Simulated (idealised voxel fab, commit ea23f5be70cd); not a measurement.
The document below concerns the process module designated voxel capacitor over wiring.
140 nm wide, 5 nm square cells: that's cross-section cut.
Square cells in a grid make up a cross-section in this document, and the grid is given as bands, listed from the top down, each one or more rows of cells. The band entry comprises the height of the band's top followed by the height of its bottom, expressed in nm, and subsequently the band's materials from left to right, each stated together with its width in nm. Where a single material is marked with the word "all across", that material fills the band from edge to edge. The word "air" represents empty space. For the purposes of this specification, 0 denotes the height below which the wafer in its as-received condition is composed wholly of one material, and the lowermost band, lacking a lower limit, extends downward without end, as expressed in "top 0, no bottom". A width given as "30 to 40" starts at the first number in the band's top row and ends at the second number in its bottom row, shifting by an equal amount at every step from row to row. Where the words "everything unchanged" appear for a step, the cross-section shows no cell changed by that step; every cell remained as before. Empty spaces counting at least 8 cells and having no open way to the top are listed in "Unvented cavities". The notation width x height at distance is used for each, the distance being from the left edge and all three values in nm. Read whatever lies past the settings on a step's line as the simulator's own remark about the step. If you see "overlay nm" on a step's line and that step has a mask, it's telling you how far right of where it was planned the mask ended up; a negative number means it went left instead.

plan:
1,RECEIVE (material Si)
2,CONFORMAL_DEP (material SiO2; thk nm 10)
3,DIRECTIONAL_DEP (material TiN; thk nm 5)
4,DIRECTIONAL_DEP (material Ru; thk nm 15)
5,MASKED_ETCH (tone cover; mask id METAL_1; width nm 20; pitch nm 80; etch materials Ru; depth nm 15; overlay nm 0)
6,MASKED_ETCH (tone cover; mask id METAL_1; width nm 20; pitch nm 80; etch materials TiN; depth nm 5; overlay nm 0)
7,CONFORMAL_DEP (material SiCN; thk nm 5)
8,FILL_DEP (material SiO2; thk nm 10)
9,CMP (height nm 30)
10,CONFORMAL_DEP (material SiCN; thk nm 5)
11,DIRECTIONAL_DEP (material lowk; thk nm 15)
12,MASKED_ETCH (tone open; mask id PLUG_1; width nm 15; etch materials lowk; depth nm 15; overlay nm 0)
13,MASKED_ETCH (tone open; mask id PLUG_1; width nm 15; etch materials SiCN; depth nm 5; overlay nm 0)
14,EPI (material Ru; thk nm 10)
15,EPI (material Ru; thk nm 10)
16,DIRECTIONAL_DEP (material TiN; thk nm 10)
17,DIRECTIONAL_DEP (material SiN; thk nm 5)
18,DIRECTIONAL_DEP (material TiN; thk nm 5)
19,PATTERN (tone cover; mask id UPPER_PLATE; material resist; width nm 65; thk nm 15; overlay nm 0)
20,DIRECTIONAL_ETCH (etch materials TiN; depth nm 5)
21,DIRECTIONAL_ETCH (etch materials SiN; depth nm 5)
22,STRIP (etch materials resist)
23,DIRECTIONAL_DEP (material aC; thk nm 15)
24,PATTERN (tone cover; mask id LOWER_PLATE; material resist; width nm 75; thk nm 30; overlay nm 0)
25,DIRECTIONAL_ETCH (etch materials aC; depth nm 15)
26,STRIP (etch materials resist)
27,DIRECTIONAL_ETCH (etch materials TiN; depth nm 10)
28,STRIP (etch materials aC)
29,FILL_DEP (material SiO2; thk nm 15)
30,CMP (height nm 80)
31,PATTERN (tone open; mask id PLUG_2; material resist; width nm 15; thk nm 15; overlay nm 0)
32,DIRECTIONAL_ETCH (etch materials SiO2; depth nm 10)
33,STRIP (etch materials resist)
34,CONFORMAL_DEP (material TiN; thk nm 5)
35,FILL_DEP (material W; thk nm 5)
36,CMP (height nm 80)
37,CONFORMAL_DEP (material SiN; thk nm 5)

Cross-section of the wafer at receipt, which is the condition after step 1:
  top 0, no bottom = Si all across
  Unvented cavities: none

Looking at the first of two wafers in cross-section at end of module - ran to plan:
  top 85, bottom 80 = SiN all across
  top 80, bottom 75 = 35 nm SiO2, 5 nm TiN, 5 nm W, 5 nm TiN, 90 nm SiO2
  top 75, bottom 65 = 35 to 25 nm SiO2, 15 to 65 nm TiN, 90 to 50 nm SiO2
  top 65, bottom 60 = 25 nm SiO2, 65 nm SiN, 50 nm SiO2
  top 60, bottom 50 = 20 nm SiO2, 75 nm TiN, 45 nm SiO2
  top 50, bottom 35 = 25 nm lowk, 15 nm Ru, 100 nm lowk
  top 35, bottom 30 = 25 nm SiCN, 15 nm Ru, 100 nm SiCN
  top 30, bottom 15 = 15 nm SiO2, 5 nm SiCN, 20 nm Ru, 5 nm SiCN, 50 nm SiO2, 5 nm SiCN, 20 nm Ru, 5 nm SiCN, 15 nm SiO2
  top 15, bottom 10 = 20 nm SiCN, 20 nm TiN, 60 nm SiCN, 20 nm TiN, 20 nm SiCN
  top 10, bottom 0 = SiO2 all across
  top 0, no bottom = Si all across
  Unvented cavities: none

second wafer at the end: like start, like plan, one mistake:
  top 85, bottom 80 = SiN all across
  top 80, bottom 75 = 35 nm SiO2, 5 nm TiN, 5 nm W, 5 nm TiN, 90 nm SiO2
  top 75, bottom 70 = 35 nm SiO2, 15 nm TiN, 90 nm SiO2
  top 70, bottom 65 = 25 nm SiO2, 65 nm SiN, 50 nm SiO2
  top 65, bottom 55 = 20 nm SiO2, 75 nm TiN, 45 nm SiO2
  top 55, bottom 50 = TiN all across
  top 50, bottom 35 = 25 nm lowk, 15 nm Ru, 100 nm lowk
  top 35, bottom 30 = 25 nm SiCN, 15 nm Ru, 100 nm SiCN
  top 30, bottom 15 = 15 nm SiO2, 5 nm SiCN, 20 nm Ru, 5 nm SiCN, 50 nm SiO2, 5 nm SiCN, 20 nm Ru, 5 nm SiCN, 15 nm SiO2
  top 15, bottom 10 = 20 nm SiCN, 20 nm TiN, 60 nm SiCN, 20 nm TiN, 20 nm SiCN
  top 10, bottom 0 = SiO2 all across
  top 0, no bottom = Si all across
  Unvented cavities: none
what went wrong: deviation from plan: step 18 and step 17 executed in one another's positions
Final comparison by cell count, materials where the second wafer has more or fewer than the first: -15 SiO2 | +15 TiN
